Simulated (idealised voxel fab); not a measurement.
Proc. module: voxel released beams
Each square cell in cross-section cut measures 5 nm, and the section as a whole is 140 nm wide.
If you're reading a cross-section in this doc, picture square cells in a grid; it comes to you as bands, top ones listed first down to the bottom, and a band can be one or more rows of cells.
Band entry format. Leading values: height of top, height of bottom, nm. Remainder: materials in left-to-right order, each with its width in nm. Special words: "throughout" on a single material, which then fills the band edge to edge; "air", empty space.
Measure heights from 0. That's the level where, below it, the as-received wafer is all one material. The lowest band is bottomless and extends downward; write it as in "top 0, no bottom".
The expression "30..40" gives the width at the extremes of the band, the first number at its top row of cells and the second at its bottom row, with the width changing by equal amounts from each row to the next in between.
Any step labelled "everything unchanged" changed none of the cells in the cross-section.
Entry "Closed void inventory" = empty spaces >= 8 cells with no open way to the top; each as width x height at distance, distance from left edge, all nm.
Text after the settings on a step's line: the simulator's own remark on that step.
What "overlay nm" on a step's line means: if the step has a mask, that mask lay this far to the right of its planned place, or, when the value is negative, to the left.

[Process steps - plan]
1. RECEIVE,material Si
2. CONFORMAL_DEP,material Al2O3,thk nm 5
3. DIRECTIONAL_DEP,material SiO2,thk nm 10
4. MASKED_ETCH,tone open,mask id ANCHOR,width nm 30,etch materials SiO2,depth nm 10,overlay nm 0
5. CONFORMAL_DEP,material W,thk nm 10
6. MASKED_ETCH,tone cover,mask id BEAM,width nm 80,etch materials W,depth nm 10,overlay nm 0
7. STRIP,etch materials SiO2

[The first wafer of two, processed as planned]

[The cross-section here shows the wafer as received, i.e. in its state after step 1]
    top 0, no bottom | Si throughout
    Closed void inventory: none

[Cross-sectional representation of the wafer at the conclusion of step 2]
    top 5, bottom 0 | Al2O3 throughout
    below 0: unchanged

[Cross-sectional representation of the wafer at the conclusion of step 3]
    top 15, bottom 5 | SiO2 throughout
    below 5: unchanged

[Cross-sectional representation of the wafer at the conclusion of step 4]
    top 15, bottom 5 | SiO2=30, then air=30, then SiO2=80
    below 5: unchanged

[Cross-sectional representation of the wafer at the conclusion of step 5]
    top 25, bottom 15 | W=40, then air=10, then W=90
    top 15, bottom 5 | SiO2=30, then W=30, then SiO2=80
    below 5: unchanged

[Cross-sectional representation of the wafer at the conclusion of step 6]
    top 25, bottom 15 | air=25, then W=15, then air=10, then W=55, then air=35
    below 15: unchanged

[Cross-sectional representation of the wafer at the conclusion of step 7]
    top 25, bottom 15 | air=25, then W=15, then air=10, then W=55, then air=35
    top 15, bottom 5 | air=30, then W=30, then air=80
    below 5: unchanged

[Second wafer, same starting conditions and recipe as the first, one mistake in executing it, nothing differs from the first up to and including step 1]

Second wafer, cross-section, planned end of step 2: everything unchanged

[Second wafer, cross-section, planned end of step 3]
    top 10, bottom 0 | SiO2 throughout
    below 0: unchanged

[Second wafer, cross-section, planned end of step 4]
    top 10, bottom 0 | SiO2=30, then air=30, then SiO2=80
    below 0: unchanged

[Second wafer, cross-section, planned end of step 5]
    top 20, bottom 10 | W=40, then air=10, then W=90
    top 10, bottom 0 | SiO2=30, then W=30, then SiO2=80
    below 0: unchanged

[Second wafer, cross-section, planned end of step 6]
    top 20, bottom 10 | air=25, then W=15, then air=10, then W=55, then air=35
    below 10: unchanged

[Second wafer, cross-section, planned end of step 7]
    top 20, bottom 10 | air=25, then W=15, then air=10, then W=55, then air=35
    top 10, bottom 0 | air=30, then W=30, then air=80
    below 0: unchanged
Heads up, the wafer didn't run the way we planned it: step 2 of the plan did not run at all; it was left out
Cell-count delta at end, second wafer over first, by material: -28 Al2O3
